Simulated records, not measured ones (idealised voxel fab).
Title: Process Module voxel ribs on slabs
In the cross-section labelled cut, the width is 295 nm and each square cell is 5 nm.
Reading order for cross-sections: top band down to bottom band. Underlying form: a grid of square cells. Band size: one or more rows of cells.
Read a band's entry like this: the first values are the height of its top and the height of its bottom in nm, and what follows is the sequence of materials from left to right, each with its width in nm. Note that "empty" is empty space, and that a single material marked "edge to edge" reaches across the band from edge to edge.
Heads up on the height convention: 0 is the point under which the incoming wafer is all one material, and the lowest band has no bottom, it just keeps going down, like "0 nm and below".
Width: "30..40" (first number = top row, second number = bottom row, same change from row to row of cells).
"no modification" (step): cross-section cells unchanged, all of them.
So "Enclosed void inventory" is basically the list of trapped voids: any empty space of 8 cells or more that can't reach the top through an opening. They're written width x height at distance, the distance being from the left edge, and it's all nm.
Step line, after settings: the simulator's comment on this step.
"overlay nm", when on a step's line for a step with a mask, measures how far to the right of its planned place the mask lay; a negative measure means to the left.
-- These are the steps we planned for the process
| 1 | RECEIVE: material Si |
| 2 | DIRECTIONAL_DEP: material SiO2, thk nm 20 |
| 3 | DIRECTIONAL_DEP: material polySi, thk nm 15 |
| 4 | PATTERN: tone cover, mask id RIB, material resist, width nm 30, thk nm 15, overlay nm 0 |
| 5 | DIRECTIONAL_ETCH: etch materials polySi, depth nm 5 |
| 6 | STRIP: etch materials resist |
| 7 | MASKED_ETCH: tone cover, mask id SLAB, width nm 60, etch materials polySi, depth nm 10, overlay nm 0 |
| 8 | FILL_DEP: material SiO2, thk nm 20 |
| 9 | CMP: height nm 55 |
| 10 | DIRECTIONAL_DEP: material TiN, thk nm 5 |
| 11 | MASKED_ETCH: tone cover, mask id HEATER, width nm 40, etch materials TiN, depth nm 5, overlay nm 0 |
| 12 | CONFORMAL_DEP: material SiN, thk nm 5 |
What sets these wafers apart? The thk nm at step 2. They all start alike, and the plan carries the first wafer's value.
-- As-received cross-section, first of several wafers, post step 1
- 0 nm and below  Si edge to edge
- Enclosed void inventory: none
-- Depicted here is the first of several wafers in cross-section, at module completion following the last step, step 12
- 65 nm to 60 nm  empty: 120 | SiN: 50 | empty: 125
- 60 nm to 55 nm  SiN: 125 | TiN: 40 | SiN: 130
- 55 nm to 35 nm  SiO2 edge to edge
- 35 nm to 30 nm  SiO2: 130 | polySi: 30 | SiO2: 135
- 30 nm to 20 nm  SiO2: 115 | polySi: 60 | SiO2: 120
- 20 nm to 0 nm  SiO2 edge to edge
- 0 nm and below  Si edge to edge
- Enclosed void inventory: none
-- Last wafer of the set, cross-sectioned at end of module
- 65 nm to 60 nm  empty: 120 | SiN: 50 | empty: 125
- 60 nm to 55 nm  SiN: 125 | TiN: 40 | SiN: 130
- 55 nm to 50 nm  SiO2: 130 | polySi: 30 | SiO2: 135
- 50 nm to 40 nm  SiO2: 115 | polySi: 60 | SiO2: 120
- 40 nm to 0 nm  SiO2 edge to edge
- 0 nm and below  Si edge to edge
- Enclosed void inventory: none
-- each wafer at the end: cells of each material gained (+) or lost (-) since it was received, then its closed voids
thk nm 20; +61 SiN; +619 SiO2; +8 TiN; +30 polySi; Enclosed void inventory: none
thk nm 25; +61 SiN; +619 SiO2; +8 TiN; +30 polySi; Enclosed void inventory: none
thk nm 30; +61 SiN; +619 SiO2; +8 TiN; +30 polySi; Enclosed void inventory: none
thk nm 35; +61 SiN; +619 SiO2; +8 TiN; +30 polySi; Enclosed void inventory: none
thk nm 40; +61 SiN; +619 SiO2; +8 TiN; +30 polySi; Enclosed void inventory: none
